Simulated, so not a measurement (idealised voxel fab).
process module | voxel quadruple lines
cross-section cut | 140 nm wide | cells 5 nm
A cross-section is a grid of square cells, given in bands from the top down. A band is one or more rows of cells.
Each band's line starts with the height of the band's top and of its bottom, in nm. Then come its materials from left to right, each with its width in nm. One material with "throughout" fills the band from edge to edge. "air" is empty space.
Height 0 is the level under which the wafer as received is all one material. The lowest band goes on downwards, as in "0 down".
A width such as "30 to 40" changes by the same amount from each row of cells to the next, from the band's top row to its bottom row.
"no change" after a step means that no cell of the cross-section changed.
closed voids: empty space of 8 cells or more with no open way to the top, each as width x height at its distance from the left edge, in nm
after a step's settings: what the simulator itself notes on the step
overlay nm, on a step with a mask: how far to the right of its planned place the mask lay; to the left if negative
plan
1 op RECEIVE | material Si
2 op CONFORMAL_DEP | material SiO2 | thk nm 5
3 op DIRECTIONAL_DEP | material TiN | thk nm 10
4 op DIRECTIONAL_DEP | material polySi | thk nm 20
5 op DIRECTIONAL_DEP | material aC | thk nm 20
6 op PATTERN | tone cover | mask id MANDREL | material resist | width nm 20 | pitch nm 60 | thk nm 30 | overlay nm 0
7 op DIRECTIONAL_ETCH | etch materials aC | depth nm 20
8 op STRIP | etch materials resist
9 op CONFORMAL_DEP | material SiO2 | thk nm 10
10 op DIRECTIONAL_ETCH | etch materials SiO2 | depth nm 10
11 op STRIP | etch materials aC
12 op DIRECTIONAL_ETCH | etch materials polySi | depth nm 20
13 op STRIP | etch materials SiO2
14 op CONFORMAL_DEP | material SiCN | thk nm 5
15 op DIRECTIONAL_ETCH | etch materials SiCN | depth nm 5
16 op STRIP | etch materials polySi
17 op DIRECTIONAL_ETCH | etch materials TiN | depth nm 10
18 op STRIP | etch materials SiCN
19 op FILL_DEP | material lowk | thk nm 10
20 op CMP | height nm 15
first wafer, as planned
as received, after step 1
  0 down: Si throughout
  closed voids: none
after step 2
  5 to 0: SiO2 throughout
  below 0: unchanged
after step 3
  15 to 5: TiN throughout
  below 5: unchanged
after step 4
  35 to 15: polySi throughout
  below 15: unchanged
after step 5
  55 to 35: aC throughout
  below 35: unchanged
after step 6
  85 to 55: air 30 | resist 20 | air 40 | resist 20 | air 30
  below 55: unchanged
after step 7
  65 to 55: air 30 | resist 20 | air 40 | resist 20 | air 30
  55 to 35: air 30 | aC 20 | air 40 | aC 20 | air 30
  below 35: unchanged
after step 8
  55 to 35: air 30 | aC 20 | air 40 | aC 20 | air 30
  below 35: unchanged
after step 9
  65 to 55: air 20 | SiO2 40 | air 20 | SiO2 40 | air 20
  55 to 45: air 20 | SiO2 10 | aC 20 | SiO2 10 | air 20 | SiO2 10 | aC 20 | SiO2 10 | air 20
  45 to 35: SiO2 30 | aC 20 | SiO2 40 | aC 20 | SiO2 30
  below 35: unchanged
after step 10
  55 to 35: air 20 | SiO2 10 | aC 20 | SiO2 10 | air 20 | SiO2 10 | aC 20 | SiO2 10 | air 20
  below 35: unchanged
after step 11
  55 to 35: air 20 | SiO2 10 | air 20 | SiO2 10 | air 20 | SiO2 10 | air 20 | SiO2 10 | air 20
  below 35: unchanged
after step 12
  55 to 35: air 20 | SiO2 10 | air 20 | SiO2 10 | air 20 | SiO2 10 | air 20 | SiO2 10 | air 20
  35 to 15: air 20 | polySi 10 | air 20 | polySi 10 | air 20 | polySi 10 | air 20 | polySi 10 | air 20
  below 15: unchanged
after step 13
  35 to 15: air 20 | polySi 10 | air 20 | polySi 10 | air 20 | polySi 10 | air 20 | polySi 10 | air 20
  below 15: unchanged
after step 14
  40 to 35: air 15 | SiCN 20 | air 10 | SiCN 20 | air 10 | SiCN 20 | air 10 | SiCN 20 | air 15
  35 to 20: air 15 | SiCN 5 | polySi 10 | SiCN 5 | air 10 | SiCN 5 | polySi 10 | SiCN 5 | air 10 | SiCN 5 | polySi 10 | SiCN 5 | air 10 | SiCN 5 | polySi 10 | SiCN 5 | air 15
  20 to 15: SiCN 20 | polySi 10 | SiCN 20 | polySi 10 | SiCN 20 | polySi 10 | SiCN 20 | polySi 10 | SiCN 20
  below 15: unchanged
after step 15
  35 to 15: air 15 | SiCN 5 | polySi 10 | SiCN 5 | air 10 | SiCN 5 | polySi 10 | SiCN 5 | air 10 | SiCN 5 | polySi 10 | SiCN 5 | air 10 | SiCN 5 | polySi 10 | SiCN 5 | air 15
  below 15: unchanged
after step 16
  35 to 15: air 15 | SiCN 5 | air 10 | SiCN 5 | air 10 | SiCN 5 | air 10 | SiCN 5 | air 10 | SiCN 5 | air 10 | SiCN 5 | air 10 | SiCN 5 | air 10 | SiCN 5 | air 15
  below 15: unchanged
after step 17
  35 to 15: air 15 | SiCN 5 | air 10 | SiCN 5 | air 10 | SiCN 5 | air 10 | SiCN 5 | air 10 | SiCN 5 | air 10 | SiCN 5 | air 10 | SiCN 5 | air 10 | SiCN 5 | air 15
  15 to 5: air 15 | TiN 5 | air 10 | TiN 5 | air 10 | TiN 5 | air 10 | TiN 5 | air 10 | TiN 5 | air 10 | TiN 5 | air 10 | TiN 5 | air 10 | TiN 5 | air 15
  below 5: unchanged
after step 18
  15 to 5: air 15 | TiN 5 | air 10 | TiN 5 | air 10 | TiN 5 | air 10 | TiN 5 | air 10 | TiN 5 | air 10 | TiN 5 | air 10 | TiN 5 | air 10 | TiN 5 | air 15
  below 5: unchanged
after step 19
  25 to 15: lowk throughout
  15 to 5: lowk 15 | TiN 5 | lowk 10 | TiN 5 | lowk 10 | TiN 5 | lowk 10 | TiN 5 | lowk 10 | TiN 5 | lowk 10 | TiN 5 | lowk 10 | TiN 5 | lowk 10 | TiN 5 | lowk 15
  below 5: unchanged
after step 20
  15 to 5: lowk 15 | TiN 5 | lowk 10 | TiN 5 | lowk 10 | TiN 5 | lowk 10 | TiN 5 | lowk 10 | TiN 5 | lowk 10 | TiN 5 | lowk 10 | TiN 5 | lowk 10 | TiN 5 | lowk 15
  below 5: unchanged
second wafer: like start, like plan, one mistake. Through step 5 it matches the first wafer
when step 6 should have ended
  85 to 55: air 20 | resist 20 | air 40 | resist 20 | air 40
  below 55: unchanged
when step 7 should have ended
  65 to 55: air 20 | resist 20 | air 40 | resist 20 | air 40
  55 to 35: air 20 | aC 20 | air 40 | aC 20 | air 40
  below 35: unchanged
when step 8 should have ended
  55 to 35: air 20 | aC 20 | air 40 | aC 20 | air 40
  below 35: unchanged
when step 9 should have ended
  65 to 55: air 10 | SiO2 40 | air 20 | SiO2 40 | air 30
  55 to 45: air 10 | SiO2 10 | aC 20 | SiO2 10 | air 20 | SiO2 10 | aC 20 | SiO2 10 | air 30
  45 to 35: SiO2 20 | aC 20 | SiO2 40 | aC 20 | SiO2 40
  below 35: unchanged
when step 10 should have ended
  55 to 35: air 10 | SiO2 10 | aC 20 | SiO2 10 | air 20 | SiO2 10 | aC 20 | SiO2 10 | air 30
  below 35: unchanged
when step 11 should have ended
  55 to 35: air 10 | SiO2 10 | air 20 | SiO2 10 | air 20 | SiO2 10 | air 20 | SiO2 10 | air 30
  below 35: unchanged
when step 12 should have ended
  55 to 35: air 10 | SiO2 10 | air 20 | SiO2 10 | air 20 | SiO2 10 | air 20 | SiO2 10 | air 30
  35 to 15: air 10 | polySi 10 | air 20 | polySi 10 | air 20 | polySi 10 | air 20 | polySi 10 | air 30
  below 15: unchanged
when step 13 should have ended
  35 to 15: air 10 | polySi 10 | air 20 | polySi 10 | air 20 | polySi 10 | air 20 | polySi 10 | air 30
  below 15: unchanged
when step 14 should have ended
  40 to 35: air 5 | SiCN 20 | air 10 | SiCN 20 | air 10 | SiCN 20 | air 10 | SiCN 20 | air 25
  35 to 20: air 5 | SiCN 5 | polySi 10 | SiCN 5 | air 10 | SiCN 5 | polySi 10 | SiCN 5 | air 10 | SiCN 5 | polySi 10 | SiCN 5 | air 10 | SiCN 5 | polySi 10 | SiCN 5 | air 25
  20 to 15: SiCN 10 | polySi 10 | SiCN 20 | polySi 10 | SiCN 20 | polySi 10 | SiCN 20 | polySi 10 | SiCN 30
  below 15: unchanged
when step 15 should have ended
  35 to 15: air 5 | SiCN 5 | polySi 10 | SiCN 5 | air 10 | SiCN 5 | polySi 10 | SiCN 5 | air 10 | SiCN 5 | polySi 10 | SiCN 5 | air 10 | SiCN 5 | polySi 10 | SiCN 5 | air 25
  below 15: unchanged
when step 16 should have ended
  35 to 15: air 5 | SiCN 5 | air 10 | SiCN 5 | air 10 | SiCN 5 | air 10 | SiCN 5 | air 10 | SiCN 5 | air 10 | SiCN 5 | air 10 | SiCN 5 | air 10 | SiCN 5 | air 25
  below 15: unchanged
when step 17 should have ended
  35 to 15: air 5 | SiCN 5 | air 10 | SiCN 5 | air 10 | SiCN 5 | air 10 | SiCN 5 | air 10 | SiCN 5 | air 10 | SiCN 5 | air 10 | SiCN 5 | air 10 | SiCN 5 | air 25
  15 to 5: air 5 | TiN 5 | air 10 | TiN 5 | air 10 | TiN 5 | air 10 | TiN 5 | air 10 | TiN 5 | air 10 | TiN 5 | air 10 | TiN 5 | air 10 | TiN 5 | air 25
  below 5: unchanged
when step 18 should have ended
  15 to 5: air 5 | TiN 5 | air 10 | TiN 5 | air 10 | TiN 5 | air 10 | TiN 5 | air 10 | TiN 5 | air 10 | TiN 5 | air 10 | TiN 5 | air 10 | TiN 5 | air 25
  below 5: unchanged
when step 19 should have ended
  25 to 15: lowk throughout
  15 to 5: lowk 5 | TiN 5 | lowk 10 | TiN 5 | lowk 10 | TiN 5 | lowk 10 | TiN 5 | lowk 10 | TiN 5 | lowk 10 | TiN 5 | lowk 10 | TiN 5 | lowk 10 | TiN 5 | lowk 25
  below 5: unchanged
when step 20 should have ended
  15 to 5: lowk 5 | TiN 5 | lowk 10 | TiN 5 | lowk 10 | TiN 5 | lowk 10 | TiN 5 | lowk 10 | TiN 5 | lowk 10 | TiN 5 | lowk 10 | TiN 5 | lowk 10 | TiN 5 | lowk 25
  below 5: unchanged
what went wrong: step 6 ran as: op PATTERN | tone cover | mask id MANDREL | material resist | width nm 20 | pitch nm 60 | thk nm 30 | overlay nm -10
at the end the second wafer has, in cells: as many of each material as the first, in other places
